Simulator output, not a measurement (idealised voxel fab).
The following is a process module called voxel local oxidation.
Cross-sectional view cut (width: 265 nm; square cell size: 5 nm).
Cross-section spec: square-cell grid; bands listed top down; each band is one or more rows. What a band's entry tells you: where the top is and where the bottom is, as heights in nm, and after that what lies inside, material by material from left to right, each with its width in nm. Empty space is written as the word "empty", and a single material marked with the word "full width" occupies the band from edge to edge. Height 0 is the level under which the wafer as received is all one material. The lowest band goes on downwards, as in "from 0 down". The notation "30->40" denotes a width that varies across the rows of cells in the band, beginning at the first number in the top row, finishing at the second number in the bottom row, and changing by an identical amount from each row to the next. Key: "identical to before" - step with no changed cell in the cross-section. The entry titled "Enclosed void catalog" provides the empty spaces that have no open way to the top, restricted to those of 8 cells or more. Each is presented as width x height at distance, the distance being measured from the left edge, with all three in nm. The remark found on a step's line after its settings is issued by the simulator itself and pertains to that step. overlay nm: on a step with a mask, how far right of its planned place the mask lay; negative means left.
This section lists the process steps that were planned:
1 RECEIVE (material Si)
2 OXIDIZE (depth nm 5)
3 CONFORMAL_DEP (material SiN; thk nm 15)
4 MASKED_ETCH (tone cover; mask id ACTIVE; width nm 105; pitch nm 125; etch materials SiN; depth nm 15; overlay nm 0)
5 SELECTIVE_ETCH (etch materials SiO2; depth nm 5)
6 OXIDIZE (depth nm 15)
7 STRIP (etch materials SiN)
Cross-section of the incoming wafer, state after step 1:
    from 0 down  Si full width
    Enclosed void catalog: none
What the wafer looks like in cross-section after this module, when it starts as shown above and follows the plan above but one mistake is made in running it:
    from 0 to -5  empty 25  SiO2 95  empty 30  SiO2 95  empty 20
    from -5 to -20  SiO2 40  Si 65  SiO2 60  Si 65  SiO2 35
    from -20 down  Si full width
    Enclosed void catalog: none
What broke from the plan during processing? planned and actual differ for step 4; actual: MASKED_ETCH (tone cover; mask id ACTIVE; width nm 105; pitch nm 125; etch materials SiN; depth nm 15; overlay nm 5)
